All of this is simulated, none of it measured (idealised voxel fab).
process module | voxel transistor to metal
cross-section cut | 295 nm wide | cells 5 nm
A cross-section is a grid of square cells, given in bands from the top down. A band is one or more rows of cells.
Each band's line starts with the height of the band's top and of its bottom, in nm. Then come its materials from left to right, each with its width in nm. One material with "throughout" fills the band from edge to edge. "air" is empty space.
Height 0 is the level under which the wafer as received is all one material. The lowest band goes on downwards, as in "0 down".
A width such as "30 to 40" changes by the same amount from each row of cells to the next, from the band's top row to its bottom row.
"no change" after a step means that no cell of the cross-section changed.
closed voids: empty space of 8 cells or more with no open way to the top, each as width x height at its distance from the left edge, in nm
after a step's settings: what the simulator itself notes on the step
overlay nm, on a step with a mask: how far to the right of its planned place the mask lay; to the left if negative
plan
1 op RECEIVE | material Si
2 op OXIDIZE | depth nm 5
3 op CONFORMAL_DEP | material SiN | thk nm 10
4 op DIRECTIONAL_DEP | material aC | thk nm 15
5 op PATTERN | tone cover | mask id ACTIVE | material resist | width nm 110 | pitch nm 140 | thk nm 30 | overlay nm 0
6 op DIRECTIONAL_ETCH | etch materials aC | depth nm 15
7 op STRIP | etch materials resist
8 op DIRECTIONAL_ETCH | etch materials SiN | depth nm 10
9 op DIRECTIONAL_ETCH | etch materials SiO2 | depth nm 5
10 op DIRECTIONAL_ETCH | etch materials Si | depth nm 30
11 op STRIP | etch materials aC
12 op FILL_DEP | material SiO2 | thk nm 5
13 op CMP | height nm 10
14 op SELECTIVE_ETCH | etch materials SiO2 | depth nm 5
15 op STRIP | etch materials SiN
16 op SELECTIVE_ETCH | etch materials SiO2 | depth nm 5
17 op OXIDIZE | depth nm 5
18 op DIRECTIONAL_DEP | material polySi | thk nm 30
19 op DIRECTIONAL_DEP | material SiCN | thk nm 10
20 op PATTERN | tone cover | mask id GATE | material resist | width nm 20 | pitch nm 140 | thk nm 20 | overlay nm 0
21 op DIRECTIONAL_ETCH | etch materials SiCN | depth nm 20
22 op DIRECTIONAL_ETCH | etch materials polySi | depth nm 40
23 op STRIP | etch materials resist
24 op CONFORMAL_DEP | material SiO2 | thk nm 5
25 op DIRECTIONAL_ETCH | etch materials SiO2 | depth nm 5
26 op CONFORMAL_DEP | material SiN | thk nm 5
27 op DIRECTIONAL_ETCH | etch materials SiN | depth nm 5
28 op DIRECTIONAL_ETCH | etch materials SiO2 | depth nm 5
29 op DIRECTIONAL_ETCH | etch materials Si | depth nm 10
30 op EPI | material SiGe | thk nm 15
31 op FILL_DEP | material SiO2 | thk nm 5
32 op CMP | height nm 35
33 op DIRECTIONAL_DEP | material SiO2 | thk nm 10
34 op PATTERN | tone open | mask id CONTACT | material resist | width nm 35 | thk nm 15 | overlay nm 0
35 op DIRECTIONAL_ETCH | etch materials SiO2 | depth nm 40
36 op STRIP | etch materials resist
37 op CONFORMAL_DEP | material TiN | thk nm 5
38 op FILL_DEP | material Ru | thk nm 5
39 op CMP | height nm 45
40 op DIRECTIONAL_DEP | material TiN | thk nm 5
41 op DIRECTIONAL_DEP | material W | thk nm 20
42 op DIRECTIONAL_DEP | material aC | thk nm 10
43 op PATTERN | tone cover | mask id METAL_1 | material resist | width nm 20 | thk nm 25 | overlay nm 0
44 op DIRECTIONAL_ETCH | etch materials aC | depth nm 10
45 op STRIP | etch materials resist
46 op DIRECTIONAL_ETCH | etch materials W | depth nm 20
47 op DIRECTIONAL_ETCH | etch materials TiN | depth nm 5
48 op STRIP | etch materials aC
49 op CONFORMAL_DEP | material SiN | thk nm 5
50 op FILL_DEP | material SiO2 | thk nm 10
51 op CMP | height nm 70
52 op CONFORMAL_DEP | material SiCN | thk nm 5
first wafer, as planned
as received, after step 1
  0 down: Si throughout
  closed voids: none
after step 2
  0 to -5: SiO2 throughout
  below -5: unchanged
after step 3
  10 to 0: SiN throughout
  below 0: unchanged
after step 4
  25 to 10: aC throughout
  below 10: unchanged
after step 5
  55 to 25: air 20 | resist 110 | air 30 | resist 110 | air 25
  below 25: unchanged
after step 6
  40 to 25: air 20 | resist 110 | air 30 | resist 110 | air 25
  25 to 10: air 20 | aC 110 | air 30 | aC 110 | air 25
  below 10: unchanged
after step 7
  25 to 10: air 20 | aC 110 | air 30 | aC 110 | air 25
  below 10: unchanged
after step 8
  25 to 10: air 20 | aC 110 | air 30 | aC 110 | air 25
  10 to 0: air 20 | SiN 110 | air 30 | SiN 110 | air 25
  below 0: unchanged
after step 9
  25 to 10: air 20 | aC 110 | air 30 | aC 110 | air 25
  10 to 0: air 20 | SiN 110 | air 30 | SiN 110 | air 25
  0 to -5: air 20 | SiO2 110 | air 30 | SiO2 110 | air 25
  below -5: unchanged
after step 10
  25 to 10: air 20 | aC 110 | air 30 | aC 110 | air 25
  10 to 0: air 20 | SiN 110 | air 30 | SiN 110 | air 25
  0 to -5: air 20 | SiO2 110 | air 30 | SiO2 110 | air 25
  -5 to -35: air 20 | Si 110 | air 30 | Si 110 | air 25
  below -35: unchanged
after step 11
  10 to 0: air 20 | SiN 110 | air 30 | SiN 110 | air 25
  below 0: unchanged
after step 12
  15 to 10: SiO2 throughout
  10 to 0: SiO2 20 | SiN 110 | SiO2 30 | SiN 110 | SiO2 25
  0 to -5: SiO2 throughout
  -5 to -35: SiO2 20 | Si 110 | SiO2 30 | Si 110 | SiO2 25
  below -35: unchanged
after step 13
  10 to 0: SiO2 20 | SiN 110 | SiO2 30 | SiN 110 | SiO2 25
  below 0: unchanged
after step 14
  10 to 5: air 20 | SiN 110 | air 30 | SiN 110 | air 25
  below 5: unchanged
after step 15
  5 to 0: SiO2 20 | air 110 | SiO2 30 | air 110 | SiO2 25
  below 0: unchanged
after step 16
  0 to -5: SiO2 15 | air 120 | SiO2 20 | air 120 | SiO2 20
  below -5: unchanged
after step 17
  0 to -5: SiO2 15 | air 120 | SiO2 20 | air 120 | SiO2 20
  -5 to -10: SiO2 throughout
  below -10: unchanged
after step 18
  30 to 25: polySi 15 | air 120 | polySi 20 | air 120 | polySi 20
  25 to 0: polySi throughout
  0 to -5: SiO2 15 | polySi 120 | SiO2 20 | polySi 120 | SiO2 20
  below -5: unchanged
after step 19
  40 to 35: SiCN 15 | air 120 | SiCN 20 | air 120 | SiCN 20
  35 to 30: SiCN throughout
  30 to 25: polySi 15 | SiCN 120 | polySi 20 | SiCN 120 | polySi 20
  below 25: unchanged
after step 20
  60 to 40: air 65 | resist 20 | air 120 | resist 20 | air 70
  40 to 35: SiCN 15 | air 50 | resist 20 | air 50 | SiCN 20 | air 50 | resist 20 | air 50 | SiCN 20
  below 35: unchanged
after step 21
  60 to 35: air 65 | resist 20 | air 120 | resist 20 | air 70
  35 to 30: air 65 | SiCN 20 | air 120 | SiCN 20 | air 70
  30 to 25: polySi 15 | air 50 | SiCN 20 | air 50 | polySi 20 | air 50 | SiCN 20 | air 50 | polySi 20
  below 25: unchanged
after step 22
  60 to 35: air 65 | resist 20 | air 120 | resist 20 | air 70
  35 to 25: air 65 | SiCN 20 | air 120 | SiCN 20 | air 70
  25 to 0: air 65 | polySi 20 | air 120 | polySi 20 | air 70
  0 to -5: SiO2 15 | air 50 | polySi 20 | air 50 | SiO2 20 | air 50 | polySi 20 | air 50 | SiO2 20
  below -5: unchanged
after step 23
  35 to 25: air 65 | SiCN 20 | air 120 | SiCN 20 | air 70
  below 25: unchanged
after step 24
  40 to 35: air 60 | SiO2 30 | air 110 | SiO2 30 | air 65
  35 to 25: air 60 | SiO2 5 | SiCN 20 | SiO2 5 | air 110 | SiO2 5 | SiCN 20 | SiO2 5 | air 65
  25 to 5: air 60 | SiO2 5 | polySi 20 | SiO2 5 | air 110 | SiO2 5 | polySi 20 | SiO2 5 | air 65
  5 to 0: SiO2 20 | air 40 | SiO2 5 | polySi 20 | SiO2 5 | air 40 | SiO2 30 | air 40 | SiO2 5 | polySi 20 | SiO2 5 | air 40 | SiO2 25
  0 to -5: SiO2 65 | polySi 20 | SiO2 120 | polySi 20 | SiO2 70
  below -5: unchanged
after step 25
  35 to 25: air 60 | SiO2 5 | SiCN 20 | SiO2 5 | air 110 | SiO2 5 | SiCN 20 | SiO2 5 | air 65
  25 to 0: air 60 | SiO2 5 | polySi 20 | SiO2 5 | air 110 | SiO2 5 | polySi 20 | SiO2 5 | air 65
  0 to -5: SiO2 20 | air 40 | SiO2 5 | polySi 20 | SiO2 5 | air 40 | SiO2 30 | air 40 | SiO2 5 | polySi 20 | SiO2 5 | air 40 | SiO2 25
  below -5: unchanged
after step 26
  40 to 35: air 55 | SiN 40 | air 100 | SiN 40 | air 60
  35 to 25: air 55 | SiN 5 | SiO2 5 | SiCN 20 | SiO2 5 | SiN 5 | air 100 | SiN 5 | SiO2 5 | SiCN 20 | SiO2 5 | SiN 5 | air 60
  25 to 5: air 55 | SiN 5 | SiO2 5 | polySi 20 | SiO2 5 | SiN 5 | air 100 | SiN 5 | SiO2 5 | polySi 20 | SiO2 5 | SiN 5 | air 60
  5 to 0: SiN 25 | air 30 | SiN 5 | SiO2 5 | polySi 20 | SiO2 5 | SiN 5 | air 30 | SiN 40 | air 30 | SiN 5 | SiO2 5 | polySi 20 | SiO2 5 | SiN 5 | air 30 | SiN 30
  0 to -5: SiO2 20 | SiN 40 | SiO2 5 | polySi 20 | SiO2 5 | SiN 40 | SiO2 30 | SiN 40 | SiO2 5 | polySi 20 | SiO2 5 | SiN 40 | SiO2 25
  below -5: unchanged
after step 27
  35 to 25: air 55 | SiN 5 | SiO2 5 | SiCN 20 | SiO2 5 | SiN 5 | air 100 | SiN 5 | SiO2 5 | SiCN 20 | SiO2 5 | SiN 5 | air 60
  25 to 0: air 55 | SiN 5 | SiO2 5 | polySi 20 | SiO2 5 | SiN 5 | air 100 | SiN 5 | SiO2 5 | polySi 20 | SiO2 5 | SiN 5 | air 60
  0 to -5: SiO2 20 | SiN 5 | air 30 | SiN 5 | SiO2 5 | polySi 20 | SiO2 5 | SiN 5 | air 30 | SiN 5 | SiO2 30 | SiN 5 | air 30 | SiN 5 | SiO2 5 | polySi 20 | SiO2 5 | SiN 5 | air 30 | SiN 5 | SiO2 25
  below -5: unchanged
after step 28
  35 to 30: air 55 | SiN 5 | air 5 | SiCN 20 | air 5 | SiN 5 | air 100 | SiN 5 | air 5 | SiCN 20 | air 5 | SiN 5 | air 60
  30 to 25: air 55 | SiN 5 | SiO2 5 | SiCN 20 | SiO2 5 | SiN 5 | air 100 | SiN 5 | SiO2 5 | SiCN 20 | SiO2 5 | SiN 5 | air 60
  25 to 0: air 55 | SiN 5 | SiO2 5 | polySi 20 | SiO2 5 | SiN 5 | air 100 | SiN 5 | SiO2 5 | polySi 20 | SiO2 5 | SiN 5 | air 60
  0 to -5: air 20 | SiN 5 | air 30 | SiN 5 | SiO2 5 | polySi 20 | SiO2 5 | SiN 5 | air 30 | SiN 5 | air 30 | SiN 5 | air 30 | SiN 5 | SiO2 5 | polySi 20 | SiO2 5 | SiN 5 | air 30 | SiN 5 | air 25
  -5 to -10: SiO2 25 | air 30 | SiO2 40 | air 30 | SiO2 40 | air 30 | SiO2 40 | air 30 | SiO2 30
  below -10: unchanged
after step 29
  35 to 30: air 55 | SiN 5 | air 5 | SiCN 20 | air 5 | SiN 5 | air 100 | SiN 5 | air 5 | SiCN 20 | air 5 | SiN 5 | air 60
  30 to 25: air 55 | SiN 5 | SiO2 5 | SiCN 20 | SiO2 5 | SiN 5 | air 100 | SiN 5 | SiO2 5 | SiCN 20 | SiO2 5 | SiN 5 | air 60
  25 to 0: air 55 | SiN 5 | SiO2 5 | polySi 20 | SiO2 5 | SiN 5 | air 100 | SiN 5 | SiO2 5 | polySi 20 | SiO2 5 | SiN 5 | air 60
  0 to -5: air 20 | SiN 5 | air 30 | SiN 5 | SiO2 5 | polySi 20 | SiO2 5 | SiN 5 | air 30 | SiN 5 | air 30 | SiN 5 | air 30 | SiN 5 | SiO2 5 | polySi 20 | SiO2 5 | SiN 5 | air 30 | SiN 5 | air 25
  -5 to -10: SiO2 25 | air 30 | SiO2 40 | air 30 | SiO2 40 | air 30 | SiO2 40 | air 30 | SiO2 30
  -10 to -20: SiO2 20 | Si 5 | air 30 | Si 40 | air 30 | Si 5 | SiO2 30 | Si 5 | air 30 | Si 40 | air 30 | Si 5 | SiO2 25
  below -20: unchanged
after step 30
  35 to 30: air 55 | SiN 5 | air 5 | SiCN 20 | air 5 | SiN 5 | air 100 | SiN 5 | air 5 | SiCN 20 | air 5 | SiN 5 | air 60
  30 to 25: air 55 | SiN 5 | SiO2 5 | SiCN 20 | SiO2 5 | SiN 5 | air 100 | SiN 5 | SiO2 5 | SiCN 20 | SiO2 5 | SiN 5 | air 60
  25 to 5: air 55 | SiN 5 | SiO2 5 | polySi 20 | SiO2 5 | SiN 5 | air 100 | SiN 5 | SiO2 5 | polySi 20 | SiO2 5 | SiN 5 | air 60
  5 to 0: air 20 | SiGe 35 | SiN 5 | SiO2 5 | polySi 20 | SiO2 5 | SiN 5 | SiGe 35 | air 30 | SiGe 35 | SiN 5 | SiO2 5 | polySi 20 | SiO2 5 | SiN 5 | SiGe 35 | air 25
  0 to -5: air 20 | SiN 5 | SiGe 30 | SiN 5 | SiO2 5 | polySi 20 | SiO2 5 | SiN 5 | SiGe 30 | SiN 5 | air 30 | SiN 5 | SiGe 30 | SiN 5 | SiO2 5 | polySi 20 | SiO2 5 | SiN 5 | SiGe 30 | SiN 5 | air 25
  -5 to -10: SiO2 25 | SiGe 30 | SiO2 40 | SiGe 30 | SiO2 40 | SiGe 30 | SiO2 40 | SiGe 30 | SiO2 30
  -10 to -20: SiO2 20 | Si 5 | SiGe 30 | Si 40 | SiGe 30 | Si 5 | SiO2 30 | Si 5 | SiGe 30 | Si 40 | SiGe 30 | Si 5 | SiO2 25
  below -20: unchanged
after step 31
  40 to 35: SiO2 throughout
  35 to 25: SiO2 55 | SiN 5 | SiO2 5 | SiCN 20 | SiO2 5 | SiN 5 | SiO2 100 | SiN 5 | SiO2 5 | SiCN 20 | SiO2 5 | SiN 5 | SiO2 60
  25 to 5: SiO2 55 | SiN 5 | SiO2 5 | polySi 20 | SiO2 5 | SiN 5 | SiO2 100 | SiN 5 | SiO2 5 | polySi 20 | SiO2 5 | SiN 5 | SiO2 60
  5 to 0: SiO2 20 | SiGe 35 | SiN 5 | SiO2 5 | polySi 20 | SiO2 5 | SiN 5 | SiGe 35 | SiO2 30 | SiGe 35 | SiN 5 | SiO2 5 | polySi 20 | SiO2 5 | SiN 5 | SiGe 35 | SiO2 25
  0 to -5: SiO2 20 | SiN 5 | SiGe 30 | SiN 5 | SiO2 5 | polySi 20 | SiO2 5 | SiN 5 | SiGe 30 | SiN 5 | SiO2 30 | SiN 5 | SiGe 30 | SiN 5 | SiO2 5 | polySi 20 | SiO2 5 | SiN 5 | SiGe 30 | SiN 5 | SiO2 25
  below -5: unchanged
after step 32
  35 to 25: SiO2 55 | SiN 5 | SiO2 5 | SiCN 20 | SiO2 5 | SiN 5 | SiO2 100 | SiN 5 | SiO2 5 | SiCN 20 | SiO2 5 | SiN 5 | SiO2 60
  below 25: unchanged
after step 33
  45 to 35: SiO2 throughout
  below 35: unchanged
after step 34
  60 to 45: resist 25 | air 35 | resist 30 | air 35 | resist 40 | air 35 | resist 30 | air 35 | resist 30
  below 45: unchanged
after step 35
  60 to 45: resist 25 | air 35 | resist 30 | air 35 | resist 40 | air 35 | resist 30 | air 35 | resist 30
  45 to 35: SiO2 25 | air 35 | SiO2 30 | air 35 | SiO2 40 | air 35 | SiO2 30 | air 35 | SiO2 30
  35 to 25: SiO2 25 | air 30 | SiN 5 | SiO2 5 | SiCN 20 | SiO2 5 | SiN 5 | air 30 | SiO2 40 | air 30 | SiN 5 | SiO2 5 | SiCN 20 | SiO2 5 | SiN 5 | air 30 | SiO2 30
  25 to 5: SiO2 25 | air 30 | SiN 5 | SiO2 5 | polySi 20 | SiO2 5 | SiN 5 | air 30 | SiO2 40 | air 30 | SiN 5 | SiO2 5 | polySi 20 | SiO2 5 | SiN 5 | air 30 | SiO2 30
  below 5: unchanged
after step 36
  45 to 35: SiO2 25 | air 35 | SiO2 30 | air 35 | SiO2 40 | air 35 | SiO2 30 | air 35 | SiO2 30
  below 35: unchanged
after step 37
  50 to 45: TiN 30 | air 25 | TiN 40 | air 25 | TiN 50 | air 25 | TiN 40 | air 25 | TiN 35
  45 to 35: SiO2 25 | TiN 5 | air 25 to 20 | TiN 5 to 10 | SiO2 30 | TiN 5 to 10 | air 25 to 20 | TiN 5 | SiO2 40 | TiN 5 | air 25 to 20 | TiN 5 to 10 | SiO2 30 | TiN 5 to 10 | air 25 to 20 | TiN 5 | SiO2 30
  35 to 25: SiO2 25 | TiN 5 | air 20 | TiN 5 | SiN 5 | SiO2 5 | SiCN 20 | SiO2 5 | SiN 5 | TiN 5 | air 20 | TiN 5 | SiO2 40 | TiN 5 | air 20 | TiN 5 | SiN 5 | SiO2 5 | SiCN 20 | SiO2 5 | SiN 5 | TiN 5 | air 20 | TiN 5 | SiO2 30
  25 to 10: SiO2 25 | TiN 5 | air 20 | TiN 5 | SiN 5 | SiO2 5 | polySi 20 | SiO2 5 | SiN 5 | TiN 5 | air 20 | TiN 5 | SiO2 40 | TiN 5 | air 20 | TiN 5 | SiN 5 | SiO2 5 | polySi 20 | SiO2 5 | SiN 5 | TiN 5 | air 20 | TiN 5 | SiO2 30
  10 to 5: SiO2 25 | TiN 30 | SiN 5 | SiO2 5 | polySi 20 | SiO2 5 | SiN 5 | TiN 30 | SiO2 40 | TiN 30 | SiN 5 | SiO2 5 | polySi 20 | SiO2 5 | SiN 5 | TiN 30 | SiO2 30
  below 5: unchanged
after step 38
  55 to 50: Ru throughout
  50 to 45: TiN 30 | Ru 25 | TiN 40 | Ru 25 | TiN 50 | Ru 25 | TiN 40 | Ru 25 | TiN 35
  45 to 35: SiO2 25 | TiN 5 | Ru 25 to 20 | TiN 5 to 10 | SiO2 30 | TiN 5 to 10 | Ru 25 to 20 | TiN 5 | SiO2 40 | TiN 5 | Ru 25 to 20 | TiN 5 to 10 | SiO2 30 | TiN 5 to 10 | Ru 25 to 20 | TiN 5 | SiO2 30
  35 to 25: SiO2 25 | TiN 5 | Ru 20 | TiN 5 | SiN 5 | SiO2 5 | SiCN 20 | SiO2 5 | SiN 5 | TiN 5 | Ru 20 | TiN 5 | SiO2 40 | TiN 5 | Ru 20 | TiN 5 | SiN 5 | SiO2 5 | SiCN 20 | SiO2 5 | SiN 5 | TiN 5 | Ru 20 | TiN 5 | SiO2 30
  25 to 10: SiO2 25 | TiN 5 | Ru 20 | TiN 5 | SiN 5 | SiO2 5 | polySi 20 | SiO2 5 | SiN 5 | TiN 5 | Ru 20 | TiN 5 | SiO2 40 | TiN 5 | Ru 20 | TiN 5 | SiN 5 | SiO2 5 | polySi 20 | SiO2 5 | SiN 5 | TiN 5 | Ru 20 | TiN 5 | SiO2 30
  below 10: unchanged
after step 39
  45 to 35: SiO2 25 | TiN 5 | Ru 25 to 20 | TiN 5 to 10 | SiO2 30 | TiN 5 to 10 | Ru 25 to 20 | TiN 5 | SiO2 40 | TiN 5 | Ru 25 to 20 | TiN 5 to 10 | SiO2 30 | TiN 5 to 10 | Ru 25 to 20 | TiN 5 | SiO2 30
  below 35: unchanged
after step 40
  50 to 45: TiN throughout
  below 45: unchanged
after step 41
  70 to 50: W throughout
  below 50: unchanged
after step 42
  80 to 70: aC throughout
  below 70: unchanged
after step 43
  105 to 80: air 25 | resist 20 | air 60 | resist 20 | air 40 | resist 20 | air 60 | resist 20 | air 30
  below 80: unchanged
after step 44
  95 to 80: air 25 | resist 20 | air 60 | resist 20 | air 40 | resist 20 | air 60 | resist 20 | air 30
  80 to 70: air 25 | aC 20 | air 60 | aC 20 | air 40 | aC 20 | air 60 | aC 20 | air 30
  below 70: unchanged
after step 45
  80 to 70: air 25 | aC 20 | air 60 | aC 20 | air 40 | aC 20 | air 60 | aC 20 | air 30
  below 70: unchanged
after step 46
  80 to 70: air 25 | aC 20 | air 60 | aC 20 | air 40 | aC 20 | air 60 | aC 20 | air 30
  70 to 50: air 25 | W 20 | air 60 | W 20 | air 40 | W 20 | air 60 | W 20 | air 30
  below 50: unchanged
after step 47
  80 to 70: air 25 | aC 20 | air 60 | aC 20 | air 40 | aC 20 | air 60 | aC 20 | air 30
  70 to 50: air 25 | W 20 | air 60 | W 20 | air 40 | W 20 | air 60 | W 20 | air 30
  50 to 45: air 25 | TiN 20 | air 60 | TiN 20 | air 40 | TiN 20 | air 60 | TiN 20 | air 30
  below 45: unchanged
after step 48
  70 to 50: air 25 | W 20 | air 60 | W 20 | air 40 | W 20 | air 60 | W 20 | air 30
  below 50: unchanged
after step 49
  75 to 70: air 20 | SiN 30 | air 50 | SiN 30 | air 30 | SiN 30 | air 50 | SiN 30 | air 25
  70 to 50: air 20 | SiN 5 | W 20 | SiN 5 | air 50 | SiN 5 | W 20 | SiN 5 | air 30 | SiN 5 | W 20 | SiN 5 | air 50 | SiN 5 | W 20 | SiN 5 | air 25
  50 to 45: SiN 25 | TiN 20 | SiN 60 | TiN 20 | SiN 40 | TiN 20 | SiN 60 | TiN 20 | SiN 30
  below 45: unchanged
after step 50
  85 to 75: SiO2 throughout
  75 to 70: SiO2 20 | SiN 30 | SiO2 50 | SiN 30 | SiO2 30 | SiN 30 | SiO2 50 | SiN 30 | SiO2 25
  70 to 50: SiO2 20 | SiN 5 | W 20 | SiN 5 | SiO2 50 | SiN 5 | W 20 | SiN 5 | SiO2 30 | SiN 5 | W 20 | SiN 5 | SiO2 50 | SiN 5 | W 20 | SiN 5 | SiO2 25
  below 50: unchanged
after step 51
  70 to 50: SiO2 20 | SiN 5 | W 20 | SiN 5 | SiO2 50 | SiN 5 | W 20 | SiN 5 | SiO2 30 | SiN 5 | W 20 | SiN 5 | SiO2 50 | SiN 5 | W 20 | SiN 5 | SiO2 25
  below 50: unchanged
after step 52
  75 to 70: SiCN throughout
  below 70: unchanged
second wafer: like start, like plan, one mistake. Through step 50 it matches the first wafer
when step 51 should have ended
  80 to 75: SiO2 throughout
  below 75: unchanged
when step 52 should have ended
  85 to 80: SiCN throughout
  below 80: unchanged
what went wrong: step 51 ran as: op CMP | height nm 80
at the end the second wafer has, in cells: 24 more of SiN | 94 more of SiO2
